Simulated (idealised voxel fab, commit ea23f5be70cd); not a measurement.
process module | voxel self aligned vias
cross-section cut | 280 nm wide | cells 5 nm
A cross-section is a grid of square cells, given in bands from the top down. A band is one or more rows of cells.
Each band's line starts with the height of the band's top and of its bottom, in nm. Then come its materials from left to right, each with its width in nm. One material with "throughout" fills the band from edge to edge. "air" is empty space.
Height 0 is the level under which the wafer as received is all one material. The lowest band goes on downwards, as in "0 down".
A width such as "30 to 40" changes by the same amount from each row of cells to the next, from the band's top row to its bottom row.
"no change" after a step means that no cell of the cross-section changed.
closed voids: empty space of 8 cells or more with no open way to the top, each as width x height at its distance from the left edge, in nm
after a step's settings: what the simulator itself notes on the step
overlay nm, on a step with a mask: how far to the right of its planned place the mask lay; to the left if negative
Each pair below shows a cross-section before one step and the cross-section after it, down to the lowest band that changed. The line under each pair gives the step between them, with its settings. The pairs can come from different runs of this module on the same starting wafer, so a pair continues from the pair above only where its "before" says so.
before
  55 to 40: air 85 | aC 30 | air 45 | aC 30 | air 90
  40 to 15: lowk throughout
  15 to 10: SiCN throughout
  10 to 0: SiO2 throughout
  0 down: Si throughout
  closed voids: none
after
  55 to 40: air 85 | aC 30 | air 45 | aC 30 | air 90
  40 to 15: air 85 | lowk 30 | air 45 | lowk 30 | air 90
  below 15: unchanged
  closed voids: none
the step between: op DIRECTIONAL_ETCH | etch materials lowk | depth nm 25
before: the cross-section after the pair above
after
  40 to 15: air 85 | lowk 30 | air 45 | lowk 30 | air 90
  below 15: unchanged
  closed voids: none
the step between: op STRIP | etch materials aC
before: the cross-section after the pair above
after
  45 to 40: air 80 | TiN 40 | air 35 | TiN 40 | air 85
  40 to 20: air 80 | TiN 5 | lowk 30 | TiN 5 | air 35 | TiN 5 | lowk 30 | TiN 5 | air 85
  20 to 15: TiN 85 | lowk 30 | TiN 45 | lowk 30 | TiN 90
  below 15: unchanged
  closed voids: none
the step between: op CONFORMAL_DEP | material TiN | thk nm 5
before: the cross-section after the pair above
after
  50 to 45: W throughout
  45 to 40: W 80 | TiN 40 | W 35 | TiN 40 | W 85
  40 to 20: W 80 | TiN 5 | lowk 30 | TiN 5 | W 35 | TiN 5 | lowk 30 | TiN 5 | W 85
  below 20: unchanged
  closed voids: none
the step between: op FILL_DEP | material W | thk nm 5
before: the cross-section after the pair above
after
  40 to 20: W 80 | TiN 5 | lowk 30 | TiN 5 | W 35 | TiN 5 | lowk 30 | TiN 5 | W 85
  below 20: unchanged
  closed voids: none
the step between: op CMP | height nm 40
before: the cross-section after the pair above
after
  40 to 35: air 85 | lowk 30 | air 45 | lowk 30 | air 90
  below 35: unchanged
  closed voids: none
the step between: op SELECTIVE_ETCH | etch materials W Ru TiN | depth nm 5
before: the cross-section after the pair above
after
  50 to 40: SiN throughout
  40 to 35: SiN 85 | lowk 30 | SiN 45 | lowk 30 | SiN 90
  below 35: unchanged
  closed voids: none
the step between: op FILL_DEP | material SiN | thk nm 10
before: the cross-section after the pair above
after
  40 to 35: SiN 85 | lowk 30 | SiN 45 | lowk 30 | SiN 90
  below 35: unchanged
  closed voids: none
the step between: op CMP | height nm 40
before: the cross-section after the pair above
after
  55 to 40: lowk throughout
  below 40: unchanged
  closed voids: none
the step between: op DIRECTIONAL_DEP | material lowk | thk nm 15
before: the cross-section after the pair above
after
  70 to 55: aC throughout
  below 55: unchanged
  closed voids: none
the step between: op DIRECTIONAL_DEP | material aC | thk nm 15
before: the cross-section after the pair above
after
  100 to 70: resist 75 | air 50 | resist 155
  below 70: unchanged
  closed voids: none
the step between: op PATTERN | tone open | mask id VIAS | material resist | width nm 50 | thk nm 30 | overlay nm 0
before: the cross-section after the pair above
after
  85 to 70: resist 75 | air 50 | resist 155
  70 to 55: aC 75 | air 50 | aC 155
  below 55: unchanged
  closed voids: none
the step between: op DIRECTIONAL_ETCH | etch materials aC | depth nm 15
before: the cross-section after the pair above
after
  70 to 55: aC 75 | air 50 | aC 155
  below 55: unchanged
  closed voids: none
the step between: op STRIP | etch materials resist
before: the cross-section after the pair above
after
  70 to 55: aC 75 | air 50 | aC 155
  55 to 40: lowk 75 | air 50 | lowk 155
  below 40: unchanged
  closed voids: none
the step between: op DIRECTIONAL_ETCH | etch materials lowk | depth nm 15
before: the cross-section after the pair above
after
  70 to 55: aC 75 | air 50 | aC 155
  55 to 40: lowk 75 | air 50 | lowk 155
  40 to 35: SiN 75 | air 10 | lowk 30 | air 10 | SiN 35 | lowk 30 | SiN 90
  below 35: unchanged
  closed voids: none
the step between: op DIRECTIONAL_ETCH | etch materials SiN | depth nm 5
before: the cross-section after the pair above
after
  55 to 40: lowk 75 | air 50 | lowk 155
  below 40: unchanged
  closed voids: none
the step between: op STRIP | etch materials aC
before: the cross-section after the pair above
after
  60 to 55: TiN 80 | air 40 | TiN 160
  55 to 45: lowk 75 | TiN 5 | air 40 | TiN 5 | lowk 155
  45 to 40: lowk 75 | TiN 50 | lowk 155
  40 to 35: SiN 75 | TiN 10 | lowk 30 | TiN 10 | SiN 35 | lowk 30 | SiN 90
  below 35: unchanged
  closed voids: none
the step between: op CONFORMAL_DEP | material TiN | thk nm 5
before: the cross-section after the pair above
after
  65 to 60: Ru throughout
  60 to 55: TiN 80 | Ru 40 | TiN 160
  55 to 45: lowk 75 | TiN 5 | Ru 40 | TiN 5 | lowk 155
  below 45: unchanged
  closed voids: none
the step between: op FILL_DEP | material Ru | thk nm 5
before: the cross-section after the pair above
after
  55 to 45: lowk 75 | TiN 5 | Ru 40 | TiN 5 | lowk 155
  below 45: unchanged
  closed voids: none
the step between: op CMP | height nm 55
before: the cross-section after the pair above
after
  60 to 55: SiCN throughout
  below 55: unchanged
  closed voids: none
the step between: op CONFORMAL_DEP | material SiCN | thk nm 5
